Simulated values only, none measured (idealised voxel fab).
Module name: voxel wiring stack (process module)
Cross-sectional view cut (width: 205 nm; square cell size: 5 nm).
Cross-section spec: square-cell grid; bands listed top down; each band is one or more rows.
In this notation a band is specified by the heights of its top and bottom, in that order and in nm, after which its materials appear from left to right, each paired with its width in nm. The word "throughout" attached to a single material means that material fills the band from edge to edge; the word "empty" stands for empty space.
Height datum 0, below which the as-received substrate wafer is one material. Lowest band open at the bottom, running downward: "0 -> down".
The expression "30->40" gives the width at the extremes of the band, the first number at its top row of cells and the second at its bottom row, with the width changing by equal amounts from each row to the next in between.
Given "no change occurred" for a step, no cell of the cross-section differs between before and after that step.
If an empty space has no open way to the top and is at least 8 cells in size, "Fully enclosed voids" lists it, written width x height at distance, where distance is measured from the left edge and every value is in nm.
Heads up: the bit after the settings on a step's line is the simulator's remark on that step.
Each step line may optionally specify "overlay nm", which for a step with a mask gives the rightward distance between the mask's planned place and where it lay, a negative value indicating the leftward direction.
Reading key. Pairs: pre-step and post-step cross-section, one process step apart; post-step view only to lowest changed band. Step between + settings: beneath pair. Runs: pairs may be from different runs of this module, same starting wafer. Continuation from pair above: only where "Ahead of processing" entry says.

AHEAD OF PROCESSING
> 130 -> 115 = 40 nm resist / 15 nm empty / 35 nm resist / 15 nm empty / 35 nm resist / 15 nm empty / 50 nm resist
> 115 -> 85 = 40 nm SiO2 / 15 nm empty / 35 nm SiO2 / 15 nm empty / 35 nm SiO2 / 15 nm empty / 50 nm SiO2
> 85 -> 80 = SiCN throughout
> 80 -> 75 = 30 nm Cu / 15 nm TiN / 15 nm Cu / 15 nm TiN / 5 nm Cu / 15 nm TiN / 15 nm Cu / 15 nm TiN / 5 nm Cu / 15 nm TiN / 15 nm Cu / 15 nm TiN / 30 nm Cu
> 75 -> 70 = 35 nm TiN / 5 nm lowk / 5 nm TiN / 15 nm Cu / 5 nm TiN / 5 nm lowk / 15 nm TiN / 5 nm lowk / 5 nm TiN / 15 nm Cu / 5 nm TiN / 5 nm lowk / 15 nm TiN / 5 nm lowk / 5 nm TiN / 15 nm Cu / 5 nm TiN / 5 nm lowk / 35 nm TiN
> 70 -> 60 = 40 nm lowk / 5 nm TiN / 15 nm Cu / 5 nm TiN / 25 nm lowk / 5 nm TiN / 15 nm Cu / 5 nm TiN / 25 nm lowk / 5 nm TiN / 15 nm Cu / 5 nm TiN / 40 nm lowk
> 60 -> 55 = 40 nm lowk / 5 nm TiN / 5 nm Cu / 15 nm TiN / 25 nm lowk / 5 nm TiN / 5 nm Cu / 15 nm TiN / 25 nm lowk / 5 nm TiN / 5 nm Cu / 15 nm TiN / 40 nm lowk
> 55 -> 45 = 40 nm lowk / 5 nm TiN / 5 nm Cu / 5 nm TiN / 35 nm lowk / 5 nm TiN / 5 nm Cu / 5 nm TiN / 35 nm lowk / 5 nm TiN / 5 nm Cu / 5 nm TiN / 50 nm lowk
> 45 -> 40 = 40 nm lowk / 15 nm TiN / 35 nm lowk / 15 nm TiN / 35 nm lowk / 15 nm TiN / 50 nm lowk
> 40 -> 35 = 35 nm lowk / 35 nm Ru / 15 nm lowk / 35 nm Ru / 15 nm lowk / 35 nm Ru / 35 nm lowk
> 35 -> 15 = 40 nm SiO2 / 5 nm TiN / 15 nm W / 5 nm TiN / 25 nm SiO2 / 5 nm TiN / 15 nm W / 5 nm TiN / 25 nm SiO2 / 5 nm TiN / 15 nm W / 5 nm TiN / 40 nm SiO2
> 15 -> 10 = 40 nm SiN / 25 nm TiN / 25 nm SiN / 25 nm TiN / 25 nm SiN / 25 nm TiN / 40 nm SiN
> 10 -> 0 = SiO2 throughout
> 0 -> down = Si throughout
> Fully enclosed voids: none

SECTION AFTER PROCESSING
> 115 -> 85 = 40 nm SiO2 / 15 nm empty / 35 nm SiO2 / 15 nm empty / 35 nm SiO2 / 15 nm empty / 50 nm SiO2
> Beneath the level 85, the cross-section is identical to its previous state.
> Fully enclosed voids: none
Before/after cross-sections above; step in between: STRIP (etch materials resist)

Ahead of processing: This step starts from the configuration shown after the step in the pair immediately above.

SECTION AFTER PROCESSING
> 130 -> 115 = 40 nm aC / 15 nm empty / 35 nm aC / 15 nm empty / 35 nm aC / 15 nm empty / 50 nm aC
> 115 -> 100 = 40 nm SiO2 / 15 nm empty / 35 nm SiO2 / 15 nm empty / 35 nm SiO2 / 15 nm empty / 50 nm SiO2
> 100 -> 85 = 40 nm SiO2 / 15 nm aC / 35 nm SiO2 / 15 nm aC / 35 nm SiO2 / 15 nm aC / 50 nm SiO2
> Beneath the level 85, the cross-section is identical to its previous state.
> Fully enclosed voids: none
Before/after cross-sections above; step in between: DIRECTIONAL_DEP (material aC; thk nm 15)

Ahead of processing: This step starts from the configuration shown after the step in the pair immediately above.

SECTION AFTER PROCESSING
> 165 -> 130 = 40 nm resist / 25 nm empty / 25 nm resist / 25 nm empty / 25 nm resist / 25 nm empty / 40 nm resist
> Beneath the level 130, the cross-section is identical to its previous state.
> Fully enclosed voids: none
Before/after cross-sections above; step in between: PATTERN (tone open; mask id METAL_3; material resist; width nm 25; pitch nm 50; thk nm 35; overlay nm 0)

Ahead of processing: This step starts from the configuration shown after the step in the pair immediately above.

SECTION AFTER PROCESSING
> 150 -> 130 = 40 nm resist / 25 nm empty / 25 nm resist / 25 nm empty / 25 nm resist / 25 nm empty / 40 nm resist
> 130 -> 115 = 40 nm aC / 25 nm empty / 25 nm aC / 25 nm empty / 25 nm aC / 25 nm empty / 40 nm aC
> 115 -> 85 = 40 nm SiO2 / 15 nm empty / 35 nm SiO2 / 15 nm empty / 35 nm SiO2 / 15 nm empty / 50 nm SiO2
> Beneath the level 85, the cross-section is identical to its previous state.
> Fully enclosed voids: none
Before/after cross-sections above; step in between: DIRECTIONAL_ETCH (etch materials aC; depth nm 15)

Ahead of processing: This step starts from the configuration shown after the step in the pair immediately above.

SECTION AFTER PROCESSING
> 130 -> 115 = 40 nm aC / 25 nm empty / 25 nm aC / 25 nm empty / 25 nm aC / 25 nm empty / 40 nm aC
> Beneath the level 115, the cross-section is identical to its previous state.
> Fully enclosed voids: none
Before/after cross-sections above; step in between: STRIP (etch materials resist)

Ahead of processing: This step starts from the configuration shown after the step in the pair immediately above.

SECTION AFTER PROCESSING
> 130 -> 115 = 40 nm aC / 25 nm empty / 25 nm aC / 25 nm empty / 25 nm aC / 25 nm empty / 40 nm aC
> 115 -> 95 = 40 nm SiO2 / 25 nm empty / 25 nm SiO2 / 25 nm empty / 25 nm SiO2 / 25 nm empty / 40 nm SiO2
> Beneath the level 95, the cross-section is identical to its previous state.
> Fully enclosed voids: none
Before/after cross-sections above; step in between: DIRECTIONAL_ETCH (etch materials SiO2; depth nm 20)

Ahead of processing: This step starts from the configuration shown after the step in the pair immediately above.

SECTION AFTER PROCESSING
> 130 -> 115 = 40 nm aC / 25 nm empty / 25 nm aC / 25 nm empty / 25 nm aC / 25 nm empty / 40 nm aC
> 115 -> 95 = 40 nm SiO2 / 25 nm empty / 25 nm SiO2 / 25 nm empty / 25 nm SiO2 / 25 nm empty / 40 nm SiO2
> 95 -> 85 = 40 nm SiO2 / 15 nm empty / 35 nm SiO2 / 15 nm empty / 35 nm SiO2 / 15 nm empty / 50 nm SiO2
> 85 -> 80 = 40 nm SiCN / 15 nm empty / 35 nm SiCN / 15 nm empty / 35 nm SiCN / 15 nm empty / 50 nm SiCN
> Beneath the level 80, the cross-section is identical to its previous state.
> Fully enclosed voids: none
Before/after cross-sections above; step in between: DIRECTIONAL_ETCH (etch materials SiCN; depth nm 5)

Ahead of processing: This step starts from the configuration shown after the step in the pair immediately above.

SECTION AFTER PROCESSING
> 115 -> 95 = 40 nm SiO2 / 25 nm empty / 25 nm SiO2 / 25 nm empty / 25 nm SiO2 / 25 nm empty / 40 nm SiO2
> Beneath the level 95, the cross-section is identical to its previous state.
> Fully enclosed voids: none
Before/after cross-sections above; step in between: STRIP (etch materials aC)

Ahead of processing: This step starts from the configuration shown after the step in the pair immediately above.

SECTION AFTER PROCESSING
> 120 -> 115 = 45 nm TiN / 15 nm empty / 35 nm TiN / 15 nm empty / 35 nm TiN / 15 nm empty / 45 nm TiN
> 115 -> 100 = 40 nm SiO2 / 5 nm TiN / 15 nm empty / 5 nm TiN / 25 nm SiO2 / 5 nm TiN / 15 nm empty / 5 nm TiN / 25 nm SiO2 / 5 nm TiN / 15 nm empty / 5 nm TiN / 40 nm SiO2
> 100 -> 95 = 40 nm SiO2 / 5 nm TiN / 5 nm empty / 15 nm TiN / 25 nm SiO2 / 5 nm TiN / 5 nm empty / 15 nm TiN / 25 nm SiO2 / 5 nm TiN / 5 nm empty / 15 nm TiN / 40 nm SiO2
> 95 -> 85 = 40 nm SiO2 / 5 nm TiN / 5 nm empty / 5 nm TiN / 35 nm SiO2 / 5 nm TiN / 5 nm empty / 5 nm TiN / 35 nm SiO2 / 5 nm TiN / 5 nm empty / 5 nm TiN / 50 nm SiO2
> 85 -> 80 = 40 nm SiCN / 15 nm TiN / 35 nm SiCN / 15 nm TiN / 35 nm SiCN / 15 nm TiN / 50 nm SiCN
> Beneath the level 80, the cross-section is identical to its previous state.
> Fully enclosed voids: none
Before/after cross-sections above; step in between: CONFORMAL_DEP (material TiN; thk nm 5)

Ahead of processing: This step starts from the configuration shown after the step in the pair immediately above.

SECTION AFTER PROCESSING
> 130 -> 120 = Ru throughout
> 120 -> 115 = 45 nm TiN / 15 nm Ru / 35 nm TiN / 15 nm Ru / 35 nm TiN / 15 nm Ru / 45 nm TiN
> 115 -> 100 = 40 nm SiO2 / 5 nm TiN / 15 nm Ru / 5 nm TiN / 25 nm SiO2 / 5 nm TiN / 15 nm Ru / 5 nm TiN / 25 nm SiO2 / 5 nm TiN / 15 nm Ru / 5 nm TiN / 40 nm SiO2
> 100 -> 95 = 40 nm SiO2 / 5 nm TiN / 5 nm Ru / 15 nm TiN / 25 nm SiO2 / 5 nm TiN / 5 nm Ru / 15 nm TiN / 25 nm SiO2 / 5 nm TiN / 5 nm Ru / 15 nm TiN / 40 nm SiO2
> 95 -> 85 = 40 nm SiO2 / 5 nm TiN / 5 nm Ru / 5 nm TiN / 35 nm SiO2 / 5 nm TiN / 5 nm Ru / 5 nm TiN / 35 nm SiO2 / 5 nm TiN / 5 nm Ru / 5 nm TiN / 50 nm SiO2
> Beneath the level 85, the cross-section is identical to its previous state.
> Fully enclosed voids: none
Before/after cross-sections above; step in between: FILL_DEP (material Ru; thk nm 10)

Ahead of processing: This step starts from the configuration shown after the step in the pair immediately above.

SECTION AFTER PROCESSING
> 115 -> 100 = 40 nm SiO2 / 5 nm TiN / 15 nm Ru / 5 nm TiN / 25 nm SiO2 / 5 nm TiN / 15 nm Ru / 5 nm TiN / 25 nm SiO2 / 5 nm TiN / 15 nm Ru / 5 nm TiN / 40 nm SiO2
> Beneath the level 100, the cross-section is identical to its previous state.
> Fully enclosed voids: none
Before/after cross-sections above; step in between: CMP (height nm 115)

Ahead of processing: This step starts from the configuration shown after the step in the pair immediately above.

SECTION AFTER PROCESSING
> 120 -> 115 = SiCN throughout
> Beneath the level 115, the cross-section is identical to its previous state.
> Fully enclosed voids: none
Before/after cross-sections above; step in between: CONFORMAL_DEP (material SiCN; thk nm 5)

AHEAD OF PROCESSING
> 80 -> 60 = 40 nm lowk / 25 nm empty / 25 nm lowk / 25 nm empty / 25 nm lowk / 25 nm empty / 40 nm lowk
> 60 -> 45 = 40 nm lowk / 15 nm empty / 35 nm lowk / 15 nm empty / 35 nm lowk / 15 nm empty / 50 nm lowk
> 45 -> 40 = SiCN throughout
> 40 -> 35 = 35 nm SiCN / 35 nm Ru / 15 nm SiCN / 35 nm Ru / 15 nm SiCN / 35 nm Ru / 35 nm SiCN
> 35 -> 15 = 40 nm SiO2 / 5 nm TiN / 15 nm W / 5 nm TiN / 25 nm SiO2 / 5 nm TiN / 15 nm W / 5 nm TiN / 25 nm SiO2 / 5 nm TiN / 15 nm W / 5 nm TiN / 40 nm SiO2
> 15 -> 10 = 40 nm SiN / 25 nm TiN / 25 nm SiN / 25 nm TiN / 25 nm SiN / 25 nm TiN / 40 nm SiN
> 10 -> 0 = SiO2 throughout
> 0 -> down = Si throughout
> Fully enclosed voids: none

SECTION AFTER PROCESSING
> 80 -> 45 = 40 nm lowk / 25 nm empty / 25 nm lowk / 25 nm empty / 25 nm lowk / 25 nm empty / 40 nm lowk
> Beneath the level 45, the cross-section is identical to its previous state.
> Fully enclosed voids: none
Before/after cross-sections above; step in between: MASKED_ETCH (tone open; mask id METAL_2; width nm 25; pitch nm 50; etch materials lowk; depth nm 20; overlay nm 0)

Ahead of processing: This step starts from the configuration shown after the step in the pair immediately above.

SECTION AFTER PROCESSING
> 80 -> 45 = 40 nm lowk / 25 nm empty / 25 nm lowk / 25 nm empty / 25 nm lowk / 25 nm empty / 40 nm lowk
> 45 -> 40 = 40 nm SiCN / 25 nm empty / 25 nm SiCN / 25 nm empty / 25 nm SiCN / 25 nm empty / 40 nm SiCN
> Beneath the level 40, the cross-section is identical to its previous state.
> Fully enclosed voids: none
Before/after cross-sections above; step in between: MASKED_ETCH (tone open; mask id METAL_2; width nm 25; pitch nm 50; etch materials SiCN; depth nm 5; overlay nm 0)

Ahead of processing: This step starts from the configuration shown after the step in the pair immediately above.

SECTION AFTER PROCESSING
> 85 -> 80 = 45 nm TiN / 15 nm empty / 35 nm TiN / 15 nm empty / 35 nm TiN / 15 nm empty / 45 nm TiN
> 80 -> 45 = 40 nm lowk / 5 nm TiN / 15 nm empty / 5 nm TiN / 25 nm lowk / 5 nm TiN / 15 nm empty / 5 nm TiN / 25 nm lowk / 5 nm TiN / 15 nm empty / 5 nm TiN / 40 nm lowk
> 45 -> 40 = 40 nm SiCN / 25 nm TiN / 25 nm SiCN / 25 nm TiN / 25 nm SiCN / 25 nm TiN / 40 nm SiCN
> Beneath the level 40, the cross-section is identical to its previous state.
> Fully enclosed voids: none
Before/after cross-sections above; step in between: CONFORMAL_DEP (material TiN; thk nm 5)

Ahead of processing: This step starts from the configuration shown after the step in the pair immediately above.

SECTION AFTER PROCESSING
> 95 -> 85 = Cu throughout
> 85 -> 80 = 45 nm TiN / 15 nm Cu / 35 nm TiN / 15 nm Cu / 35 nm TiN / 15 nm Cu / 45 nm TiN
> 80 -> 45 = 40 nm lowk / 5 nm TiN / 15 nm Cu / 5 nm TiN / 25 nm lowk / 5 nm TiN / 15 nm Cu / 5 nm TiN / 25 nm lowk / 5 nm TiN / 15 nm Cu / 5 nm TiN / 40 nm lowk
> Beneath the level 45, the cross-section is identical to its previous state.
> Fully enclosed voids: none
Before/after cross-sections above; step in between: FILL_DEP (material Cu; thk nm 10)

Ahead of processing: This step starts from the configuration shown after the step in the pair immediately above.

SECTION AFTER PROCESSING
> 80 -> 45 = 40 nm lowk / 5 nm TiN / 15 nm Cu / 5 nm TiN / 25 nm lowk / 5 nm TiN / 15 nm Cu / 5 nm TiN / 25 nm lowk / 5 nm TiN / 15 nm Cu / 5 nm TiN / 40 nm lowk
> Beneath the level 45, the cross-section is identical to its previous state.
> Fully enclosed voids: none
Before/after cross-sections above; step in between: CMP (height nm 80)

Ahead of processing: This step starts from the configuration shown after the step in the pair immediately above.

SECTION AFTER PROCESSING
> 85 -> 80 = SiCN throughout
> Beneath the level 80, the cross-section is identical to its previous state.
> Fully enclosed voids: none
Before/after cross-sections above; step in between: CONFORMAL_DEP (material SiCN; thk nm 5)

Ahead of processing: This step starts from the configuration shown after the step in the pair immediately above.

SECTION AFTER PROCESSING
> 115 -> 85 = SiO2 throughout
> Beneath the level 85, the cross-section is identical to its previous state.
> Fully enclosed voids: none
Before/after cross-sections above; step in between: DIRECTIONAL_DEP (material SiO2; thk nm 30)

Ahead of processing: This step starts from the configuration shown after the step in the pair immediately above.

SECTION AFTER PROCESSING
> 130 -> 115 = 40 nm resist / 15 nm empty / 35 nm resist / 15 nm empty / 35 nm resist / 15 nm empty / 50 nm resist
> Beneath the level 115, the cross-section is identical to its previous state.
> Fully enclosed voids: none
Before/after cross-sections above; step in between: PATTERN (tone open; mask id METAL_3_HOLES; material resist; width nm 15; pitch nm 50; thk nm 15; overlay nm 0)

Ahead of processing: This step starts from the configuration shown after the step in the pair immediately above.

SECTION AFTER PROCESSING
> 130 -> 115 = 40 nm resist / 15 nm empty / 35 nm resist / 15 nm empty / 35 nm resist / 15 nm empty / 50 nm resist
> 115 -> 85 = 40 nm SiO2 / 15 nm empty / 35 nm SiO2 / 15 nm empty / 35 nm SiO2 / 15 nm empty / 50 nm SiO2
> Beneath the level 85, the cross-section is identical to its previous state.
> Fully enclosed voids: none
Before/after cross-sections above; step in between: DIRECTIONAL_ETCH (etch materials SiO2; depth nm 30)

Ahead of processing: This step starts from the configuration shown after the step in the pair immediately above.

SECTION AFTER PROCESSING
> 115 -> 85 = 40 nm SiO2 / 15 nm empty / 35 nm SiO2 / 15 nm empty / 35 nm SiO2 / 15 nm empty / 50 nm SiO2
> Beneath the level 85, the cross-section is identical to its previous state.
> Fully enclosed voids: none
Before/after cross-sections above; step in between: STRIP (etch materials resist)

Ahead of processing: This step starts from the configuration shown after the step in the pair immediately above.

SECTION AFTER PROCESSING
> 130 -> 115 = 40 nm aC / 15 nm empty / 35 nm aC / 15 nm empty / 35 nm aC / 15 nm empty / 50 nm aC
> 115 -> 100 = 40 nm SiO2 / 15 nm empty / 35 nm SiO2 / 15 nm empty / 35 nm SiO2 / 15 nm empty / 50 nm SiO2
> 100 -> 85 = 40 nm SiO2 / 15 nm aC / 35 nm SiO2 / 15 nm aC / 35 nm SiO2 / 15 nm aC / 50 nm SiO2
> Beneath the level 85, the cross-section is identical to its previous state.
> Fully enclosed voids: none
Before/after cross-sections above; step in between: DIRECTIONAL_DEP (material aC; thk nm 15)

Ahead of processing: This step starts from the configuration shown after the step in the pair immediately above.

SECTION AFTER PROCESSING
> 165 -> 130 = 40 nm resist / 25 nm empty / 25 nm resist / 25 nm empty / 25 nm resist / 25 nm empty / 40 nm resist
> Beneath the level 130, the cross-section is identical to its previous state.
> Fully enclosed voids: none
Before/after cross-sections above; step in between: PATTERN (tone open; mask id METAL_3; material resist; width nm 25; pitch nm 50; thk nm 35; overlay nm 0)

Ahead of processing: This step starts from the configuration shown after the step in the pair immediately above.

SECTION AFTER PROCESSING
> 150 -> 130 = 40 nm resist / 25 nm empty / 25 nm resist / 25 nm empty / 25 nm resist / 25 nm empty / 40 nm resist
> 130 -> 115 = 40 nm aC / 25 nm empty / 25 nm aC / 25 nm empty / 25 nm aC / 25 nm empty / 40 nm aC
> 115 -> 85 = 40 nm SiO2 / 15 nm empty / 35 nm SiO2 / 15 nm empty / 35 nm SiO2 / 15 nm empty / 50 nm SiO2
> Beneath the level 85, the cross-section is identical to its previous state.
> Fully enclosed voids: none
Before/after cross-sections above; step in between: DIRECTIONAL_ETCH (etch materials aC; depth nm 15)

Ahead of processing: This step starts from the configuration shown after the step in the pair immediately above.

SECTION AFTER PROCESSING
> 130 -> 115 = 40 nm aC / 25 nm empty / 25 nm aC / 25 nm empty / 25 nm aC / 25 nm empty / 40 nm aC
> Beneath the level 115, the cross-section is identical to its previous state.
> Fully enclosed voids: none
Before/after cross-sections above; step in between: STRIP (etch materials resist)

Ahead of processing: This step starts from the configuration shown after the step in the pair immediately above.

SECTION AFTER PROCESSING
> 130 -> 115 = 40 nm aC / 25 nm empty / 25 nm aC / 25 nm empty / 25 nm aC / 25 nm empty / 40 nm aC
> 115 -> 95 = 40 nm SiO2 / 25 nm empty / 25 nm SiO2 / 25 nm empty / 25 nm SiO2 / 25 nm empty / 40 nm SiO2
> Beneath the level 95, the cross-section is identical to its previous state.
> Fully enclosed voids: none
Before/after cross-sections above; step in between: DIRECTIONAL_ETCH (etch materials SiO2; depth nm 20)

Ahead of processing: This step starts from the configuration shown after the step in the pair immediately above.

SECTION AFTER PROCESSING
> 130 -> 115 = 40 nm aC / 25 nm empty / 25 nm aC / 25 nm empty / 25 nm aC / 25 nm empty / 40 nm aC
> 115 -> 95 = 40 nm SiO2 / 25 nm empty / 25 nm SiO2 / 25 nm empty / 25 nm SiO2 / 25 nm empty / 40 nm SiO2
> 95 -> 85 = 40 nm SiO2 / 15 nm empty / 35 nm SiO2 / 15 nm empty / 35 nm SiO2 / 15 nm empty / 50 nm SiO2
> 85 -> 80 = 40 nm SiCN / 15 nm empty / 35 nm SiCN / 15 nm empty / 35 nm SiCN / 15 nm empty / 50 nm SiCN
> Beneath the level 80, the cross-section is identical to its previous state.
> Fully enclosed voids: none
Before/after cross-sections above; step in between: DIRECTIONAL_ETCH (etch materials SiCN; depth nm 5)

Ahead of processing: This step starts from the configuration shown after the step in the pair immediately above.

SECTION AFTER PROCESSING
> 115 -> 95 = 40 nm SiO2 / 25 nm empty / 25 nm SiO2 / 25 nm empty / 25 nm SiO2 / 25 nm empty / 40 nm SiO2
> Beneath the level 95, the cross-section is identical to its previous state.
> Fully enclosed voids: none
Before/after cross-sections above; step in between: STRIP (etch materials aC)

Ahead of processing: This step starts from the configuration shown after the step in the pair immediately above.

SECTION AFTER PROCESSING
> 120 -> 115 = 45 nm TiN / 15 nm empty / 35 nm TiN / 15 nm empty / 35 nm TiN / 15 nm empty / 45 nm TiN
> 115 -> 100 = 40 nm SiO2 / 5 nm TiN / 15 nm empty / 5 nm TiN / 25 nm SiO2 / 5 nm TiN / 15 nm empty / 5 nm TiN / 25 nm SiO2 / 5 nm TiN / 15 nm empty / 5 nm TiN / 40 nm SiO2
> 100 -> 95 = 40 nm SiO2 / 5 nm TiN / 5 nm empty / 15 nm TiN / 25 nm SiO2 / 5 nm TiN / 5 nm empty / 15 nm TiN / 25 nm SiO2 / 5 nm TiN / 5 nm empty / 15 nm TiN / 40 nm SiO2
> 95 -> 85 = 40 nm SiO2 / 5 nm TiN / 5 nm empty / 5 nm TiN / 35 nm SiO2 / 5 nm TiN / 5 nm empty / 5 nm TiN / 35 nm SiO2 / 5 nm TiN / 5 nm empty / 5 nm TiN / 50 nm SiO2
> 85 -> 80 = 40 nm SiCN / 15 nm TiN / 35 nm SiCN / 15 nm TiN / 35 nm SiCN / 15 nm TiN / 50 nm SiCN
> Beneath the level 80, the cross-section is identical to its previous state.
> Fully enclosed voids: none
Before/after cross-sections above; step in between: CONFORMAL_DEP (material TiN; thk nm 5)

Ahead of processing: This step starts from the configuration shown after the step in the pair immediately above.

SECTION AFTER PROCESSING
> 130 -> 120 = Ru throughout
> 120 -> 115 = 45 nm TiN / 15 nm Ru / 35 nm TiN / 15 nm Ru / 35 nm TiN / 15 nm Ru / 45 nm TiN
> 115 -> 100 = 40 nm SiO2 / 5 nm TiN / 15 nm Ru / 5 nm TiN / 25 nm SiO2 / 5 nm TiN / 15 nm Ru / 5 nm TiN / 25 nm SiO2 / 5 nm TiN / 15 nm Ru / 5 nm TiN / 40 nm SiO2
> 100 -> 95 = 40 nm SiO2 / 5 nm TiN / 5 nm Ru / 15 nm TiN / 25 nm SiO2 / 5 nm TiN / 5 nm Ru / 15 nm TiN / 25 nm SiO2 / 5 nm TiN / 5 nm Ru / 15 nm TiN / 40 nm SiO2
> 95 -> 85 = 40 nm SiO2 / 5 nm TiN / 5 nm Ru / 5 nm TiN / 35 nm SiO2 / 5 nm TiN / 5 nm Ru / 5 nm TiN / 35 nm SiO2 / 5 nm TiN / 5 nm Ru / 5 nm TiN / 50 nm SiO2
> Beneath the level 85, the cross-section is identical to its previous state.
> Fully enclosed voids: none
Before/after cross-sections above; step in between: FILL_DEP (material Ru; thk nm 10)

Ahead of processing: This step starts from the configuration shown after the step in the pair immediately above.

SECTION AFTER PROCESSING
> 115 -> 100 = 40 nm SiO2 / 5 nm TiN / 15 nm Ru / 5 nm TiN / 25 nm SiO2 / 5 nm TiN / 15 nm Ru / 5 nm TiN / 25 nm SiO2 / 5 nm TiN / 15 nm Ru / 5 nm TiN / 40 nm SiO2
> Beneath the level 100, the cross-section is identical to its previous state.
> Fully enclosed voids: none
Before/after cross-sections above; step in between: CMP (height nm 115)

Ahead of processing: This step starts from the configuration shown after the step in the pair immediately above.

SECTION AFTER PROCESSING
> 120 -> 115 = SiCN throughout
> Beneath the level 115, the cross-section is identical to its previous state.
> Fully enclosed voids: none
Before/after cross-sections above; step in between: CONFORMAL_DEP (material SiCN; thk nm 5)

AHEAD OF PROCESSING
> 0 -> down = Si throughout
> Fully enclosed voids: none

SECTION AFTER PROCESSING
> 5 -> 0 = SiN throughout
> Beneath the level 0, the cross-section is identical to its previous state.
> Fully enclosed voids: none
Before/after cross-sections above; step in between: CONFORMAL_DEP (material SiN; thk nm 5)

Ahead of processing: This step starts from the configuration shown after the step in the pair immediately above.

SECTION AFTER PROCESSING
> 15 -> 5 = SiO2 throughout
> Beneath the level 5, the cross-section is identical to its previous state.
> Fully enclosed voids: none
Before/after cross-sections above; step in between: CONFORMAL_DEP (material SiO2; thk nm 10)

Ahead of processing: This step starts from the configuration shown after the step in the pair immediately above.

SECTION AFTER PROCESSING
> 35 -> 5 = SiO2 throughout
> Beneath the level 5, the cross-section is identical to its previous state.
> Fully enclosed voids: none
Before/after cross-sections above; step in between: DIRECTIONAL_DEP (material SiO2; thk nm 20)

Ahead of processing: This step starts from the configuration shown after the step in the pair immediately above.

SECTION AFTER PROCESSING
> 50 -> 35 = aC throughout
> Beneath the level 35, the cross-section is identical to its previous state.
> Fully enclosed voids: none
Before/after cross-sections above; step in between: DIRECTIONAL_DEP (material aC; thk nm 15)

Ahead of processing: This step starts from the configuration shown after the step in the pair immediately above.

SECTION AFTER PROCESSING
> 85 -> 50 = 40 nm resist / 25 nm empty / 25 nm resist / 25 nm empty / 25 nm resist / 25 nm empty / 40 nm resist
> Beneath the level 50, the cross-section is identical to its previous state.
> Fully enclosed voids: none
Before/after cross-sections above; step in between: PATTERN (tone open; mask id METAL_1; material resist; width nm 25; pitch nm 50; thk nm 35; overlay nm 0)

Ahead of processing: This step starts from the configuration shown after the step in the pair immediately above.

SECTION AFTER PROCESSING
> 70 -> 50 = 40 nm resist / 25 nm empty / 25 nm resist / 25 nm empty / 25 nm resist / 25 nm empty / 40 nm resist
> 50 -> 35 = 40 nm aC / 25 nm empty / 25 nm aC / 25 nm empty / 25 nm aC / 25 nm empty / 40 nm aC
> Beneath the level 35, the cross-section is identical to its previous state.
> Fully enclosed voids: none
Before/after cross-sections above; step in between: DIRECTIONAL_ETCH (etch materials aC; depth nm 15)

Ahead of processing: This step starts from the configuration shown after the step in the pair immediately above.

SECTION AFTER PROCESSING
> 50 -> 35 = 40 nm aC / 25 nm empty / 25 nm aC / 25 nm empty / 25 nm aC / 25 nm empty / 40 nm aC
> Beneath the level 35, the cross-section is identical to its previous state.
> Fully enclosed voids: none
Before/after cross-sections above; step in between: STRIP (etch materials resist)

Ahead of processing: This step starts from the configuration shown after the step in the pair immediately above.

SECTION AFTER PROCESSING
> 50 -> 35 = 40 nm aC / 25 nm empty / 25 nm aC / 25 nm empty / 25 nm aC / 25 nm empty / 40 nm aC
> 35 -> 15 = 40 nm SiO2 / 25 nm empty / 25 nm SiO2 / 25 nm empty / 25 nm SiO2 / 25 nm empty / 40 nm SiO2
> Beneath the level 15, the cross-section is identical to its previous state.
> Fully enclosed voids: none
Before/after cross-sections above; step in between: DIRECTIONAL_ETCH (etch materials SiO2; depth nm 20)

Ahead of processing: This step starts from the configuration shown after the step in the pair immediately above.

SECTION AFTER PROCESSING
> 35 -> 15 = 40 nm SiO2 / 25 nm empty / 25 nm SiO2 / 25 nm empty / 25 nm SiO2 / 25 nm empty / 40 nm SiO2
> Beneath the level 15, the cross-section is identical to its previous state.
> Fully enclosed voids: none
Before/after cross-sections above; step in between: STRIP (etch materials aC)

Ahead of processing: This step starts from the configuration shown after the step in the pair immediately above.

SECTION AFTER PROCESSING
> 40 -> 35 = 45 nm TiN / 15 nm empty / 35 nm TiN / 15 nm empty / 35 nm TiN / 15 nm empty / 45 nm TiN
> 35 -> 20 = 40 nm SiO2 / 5 nm TiN / 15 nm empty / 5 nm TiN / 25 nm SiO2 / 5 nm TiN / 15 nm empty / 5 nm TiN / 25 nm SiO2 / 5 nm TiN / 15 nm empty / 5 nm TiN / 40 nm SiO2
> 20 -> 15 = 40 nm SiO2 / 25 nm TiN / 25 nm SiO2 / 25 nm TiN / 25 nm SiO2 / 25 nm TiN / 40 nm SiO2
> Beneath the level 15, the cross-section is identical to its previous state.
> Fully enclosed voids: none
Before/after cross-sections above; step in between: CONFORMAL_DEP (material TiN; thk nm 5)

Ahead of processing: This step starts from the configuration shown after the step in the pair immediately above.

SECTION AFTER PROCESSING
> 45 -> 40 = W throughout
> 40 -> 35 = 45 nm TiN / 15 nm W / 35 nm TiN / 15 nm W / 35 nm TiN / 15 nm W / 45 nm TiN
> 35 -> 20 = 40 nm SiO2 / 5 nm TiN / 15 nm W / 5 nm TiN / 25 nm SiO2 / 5 nm TiN / 15 nm W / 5 nm TiN / 25 nm SiO2 / 5 nm TiN / 15 nm W / 5 nm TiN / 40 nm SiO2
> Beneath the level 20, the cross-section is identical to its previous state.
> Fully enclosed voids: none
Before/after cross-sections above; step in between: FILL_DEP (material W; thk nm 5)

Ahead of processing: This step starts from the configuration shown after the step in the pair immediately above.

SECTION AFTER PROCESSING
> 35 -> 20 = 40 nm SiO2 / 5 nm TiN / 15 nm W / 5 nm TiN / 25 nm SiO2 / 5 nm TiN / 15 nm W / 5 nm TiN / 25 nm SiO2 / 5 nm TiN / 15 nm W / 5 nm TiN / 40 nm SiO2
> Beneath the level 20, the cross-section is identical to its previous state.
> Fully enclosed voids: none
Before/after cross-sections above; step in between: CMP (height nm 35)

Ahead of processing: This step starts from the configuration shown after the step in the pair immediately above.

SECTION AFTER PROCESSING
> 40 -> 35 = 35 nm empty / 35 nm Ru / 15 nm empty / 35 nm Ru / 15 nm empty / 35 nm Ru / 35 nm empty
> Beneath the level 35, the cross-section is identical to its previous state.
> Fully enclosed voids: none
Before/after cross-sections above; step in between: EPI (material Ru; thk nm 5)
